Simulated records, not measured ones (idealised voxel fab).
Process module heading - voxel self aligned contacts
Xsec cut, 290 nm wide, square cell size 5 nm.
For the purposes of this document, a cross-section shall be understood as a grid of square cells, specified as bands listed in top-to-bottom order, each band consisting of one or more rows of cells. First you get the band's top height and its bottom height, in nm, and then the materials it's made of, left to right, with each width in nm. If you see a single material with "full width", that one covers the band edge to edge. "air" is empty space. Basically, 0 is our baseline, since under it the wafer straight out of the box is all one material. The bottom band has no lower end and keeps on going down, so it looks like "0 -> down". So if you see something like "30->40" for the width, read it as the top row of the band sitting at the first number and the bottom row at the second, with every row in between moving by the same amount as the last. You'll sometimes find "no change" written for a step, and that's the way of saying that nowhere in the cross-section did a cell change during that step. Empty spaces without an open route to the top, at least 8 cells in extent, make up the entry "Non-vented voids"; each is given as width x height at distance, where the distance is measured from the left edge, and all are in nm. That trailing text on a step's line, after the settings, is the simulator's own remark on the step. The setting "overlay nm" may be written on the line of a step. When the step uses a mask, the value reports how far to the right of the planned place the mask lay, and a negative value reports that it lay to the left.
Planned step list for the process:
1) RECEIVE: material Si
2) CONFORMAL_DEP: material SiO2, thk nm 5
3) DIRECTIONAL_DEP: material polySi, thk nm 25
4) DIRECTIONAL_DEP: material SiN, thk nm 20
5) DIRECTIONAL_DEP: material aC, thk nm 10
6) PATTERN: tone cover, mask id GATE, material resist, width nm 35, pitch nm 80, thk nm 25, overlay nm 0
7) DIRECTIONAL_ETCH: etch materials aC, depth nm 10
8) STRIP: etch materials resist
9) DIRECTIONAL_ETCH: etch materials SiN, depth nm 20
10) DIRECTIONAL_ETCH: etch materials polySi, depth nm 25
11) STRIP: etch materials aC
12) CONFORMAL_DEP: material SiN, thk nm 10
13) DIRECTIONAL_ETCH: etch materials SiN, depth nm 10
14) FILL_DEP: material SiO2, thk nm 15
15) CMP: height nm 55
16) MASKED_ETCH: tone open, mask id CONTACT, width nm 65, pitch nm 80, etch materials SiO2, depth nm 55, overlay nm 0
17) CONFORMAL_DEP: material TiN, thk nm 5
18) FILL_DEP: material W, thk nm 5
19) CMP: height nm 55
20) CONFORMAL_DEP: material SiN, thk nm 5
Wafer as received: cross-section following step 1:
* 0 -> down | Si full width
* Non-vented voids: none
first wafer at the end, as planned:
* 60 -> 55 | SiN full width
* 55 -> 50 | SiO2 70 nm; TiN 25 nm; W 15 nm; TiN 25 nm; SiO2 15 nm; TiN 25 nm; W 15 nm; TiN 25 nm; SiO2 75 nm
* 50 -> 30 | SiO2 35 nm; SiN 55 nm; TiN 5 nm; W 15 nm; TiN 5 nm; SiN 55 nm; TiN 5 nm; W 15 nm; TiN 5 nm; SiN 55 nm; SiO2 40 nm
* 30 -> 5 | SiO2 35 nm; SiN 10 nm; polySi 35 nm; SiN 10 nm; TiN 5 nm; W 15 nm; TiN 5 nm; SiN 10 nm; polySi 35 nm; SiN 10 nm; TiN 5 nm; W 15 nm; TiN 5 nm; SiN 10 nm; polySi 35 nm; SiN 10 nm; SiO2 40 nm
* 5 -> 0 | SiO2 90 nm; TiN 25 nm; SiO2 55 nm; TiN 25 nm; SiO2 95 nm
* 0 -> down | Si full width
* Non-vented voids: none
Cross-section at end of module for the second wafer of two, which matched the first in starting point and plan and differed by one mistake in its processing:
* 60 -> 55 | SiN full width
* 55 -> 50 | SiO2 80 nm; TiN 15 nm; W 15 nm; TiN 35 nm; SiO2 15 nm; TiN 15 nm; W 15 nm; TiN 35 nm; SiO2 65 nm
* 50 -> 30 | SiO2 35 nm; SiN 55 nm; TiN 5 nm; W 15 nm; TiN 5 nm; SiN 55 nm; TiN 5 nm; W 15 nm; TiN 5 nm; SiN 55 nm; SiO2 40 nm
* 30 -> 5 | SiO2 35 nm; SiN 10 nm; polySi 35 nm; SiN 10 nm; TiN 5 nm; W 15 nm; TiN 5 nm; SiN 10 nm; polySi 35 nm; SiN 10 nm; TiN 5 nm; W 15 nm; TiN 5 nm; SiN 10 nm; polySi 35 nm; SiN 10 nm; SiO2 40 nm
* 5 -> 0 | SiO2 90 nm; TiN 25 nm; SiO2 55 nm; TiN 25 nm; SiO2 95 nm
* 0 -> down | Si full width
* Non-vented voids: none
What broke from the plan during processing? the process deviated at step 16: the operation and settings actually run there were MASKED_ETCH: tone open, mask id CONTACT, width nm 65, pitch nm 80, etch materials SiO2, depth nm 55, overlay nm 10
at the end the second wafer has, in cells: as many of each material as the first, in other places
